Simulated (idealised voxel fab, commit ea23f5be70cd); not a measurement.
Process module, titled voxel self aligned vias
The figure presents cross-section cut, which has a width of 270 nm and is divided into square cells with an edge length of 5 nm.
A cross-section in this document is a grid of square cells, and it is written down as bands, the top band listed before the ones below it; a band is made up of one or more rows of cells. Basically the band line says how high the top is and how high the bottom is, in nm, and then what's in it from left to right, every material with its width in nm. Empty space shows up as "empty", and if a single material carries "full width" it runs the full band edge to edge. It should be noted that heights are counted from 0, beneath which the wafer as supplied is of one material throughout, and that the lowest band possesses no lower boundary but continues downward, as written in "0 and below". So if you see something like "30 to 40" for the width, read it as the top row of the band sitting at the first number and the bottom row at the second, with every row in between moving by the same amount as the last. "identical to before" for a step: no cell of the cross-section changed in that step. If an empty space has no open way to the top and is at least 8 cells in size, "Unvented internal voids" lists it, written width x height at distance, where distance is measured from the left edge and every value is in nm. The remark found on a step's line after its settings is issued by the simulator itself and pertains to that step. The line of a step may include "overlay nm". On a step with a mask, this value is how far to the right of its planned place the mask lay. A negative value means the mask lay to the left.

# So here's the lineup of process steps we planned
| 1 | RECEIVE with material Si |
| 2 | CONFORMAL_DEP with material SiO2, thk nm 15 |
| 3 | CONFORMAL_DEP with material SiCN, thk nm 5 |
| 4 | DIRECTIONAL_DEP with material SiO2, thk nm 20 |
| 5 | DIRECTIONAL_DEP with material aC, thk nm 10 |
| 6 | PATTERN with tone open, mask id LINES, material resist, width nm 30, pitch nm 70, thk nm 25, overlay nm 0 |
| 7 | DIRECTIONAL_ETCH with etch materials aC, depth nm 10 |
| 8 | STRIP with etch materials resist |
| 9 | DIRECTIONAL_ETCH with etch materials SiO2, depth nm 20 |
| 10 | STRIP with etch materials aC |
| 11 | CONFORMAL_DEP with material TiN, thk nm 5 |
| 12 | FILL_DEP with material Ru, thk nm 5 |
| 13 | CMP with height nm 40 |
| 14 | SELECTIVE_ETCH with etch materials W Ru TiN, depth nm 10 |
| 15 | FILL_DEP with material SiN, thk nm 10 |
| 16 | CMP with height nm 40 |
| 17 | DIRECTIONAL_DEP with material SiO2, thk nm 20 |
| 18 | PATTERN with tone open, mask id VIAS, material resist, width nm 50, thk nm 15, overlay nm 0 |
| 19 | DIRECTIONAL_ETCH with etch materials SiO2, depth nm 20 |
| 20 | DIRECTIONAL_ETCH with etch materials SiN, depth nm 10 |
| 21 | STRIP with etch materials resist |
| 22 | CONFORMAL_DEP with material TiN, thk nm 5 |
| 23 | FILL_DEP with material W, thk nm 10 |
| 24 | CMP with height nm 60 |
| 25 | CONFORMAL_DEP with material SiCN, thk nm 5 |

# As-received state of the wafer in cross-section, equivalent to post-step 1
> 0 and below: Si full width
> Unvented internal voids: none

# Figure: cross-sectional view of the wafer upon completion of the module, processed from the initial state and according to the plan depicted above, with one error introduced during execution
> 65 down to 60: SiCN full width
> 60 down to 40: SiO2 75 nm, TiN 5 nm, W 40 nm, TiN 5 nm, SiO2 145 nm
> 40 down to 35: SiN 75 nm, TiN 15 nm, W 20 nm, TiN 15 nm, SiN 145 nm
> 35 down to 30: SiO2 85 nm, TiN 30 nm, SiO2 40 nm, SiN 30 nm, SiO2 85 nm
> 30 down to 20: SiO2 85 nm, TiN 5 nm, Ru 20 nm, TiN 5 nm, SiO2 40 nm, TiN 5 nm, Ru 20 nm, TiN 5 nm, SiO2 85 nm
> 20 down to 15: SiO2 85 nm, TiN 30 nm, SiO2 40 nm, TiN 30 nm, SiO2 85 nm
> 15 down to 0: SiO2 full width
> 0 and below: Si full width
> Unvented internal voids: none
Misprocessing identified: step 3 of the plan: omitted, not performed
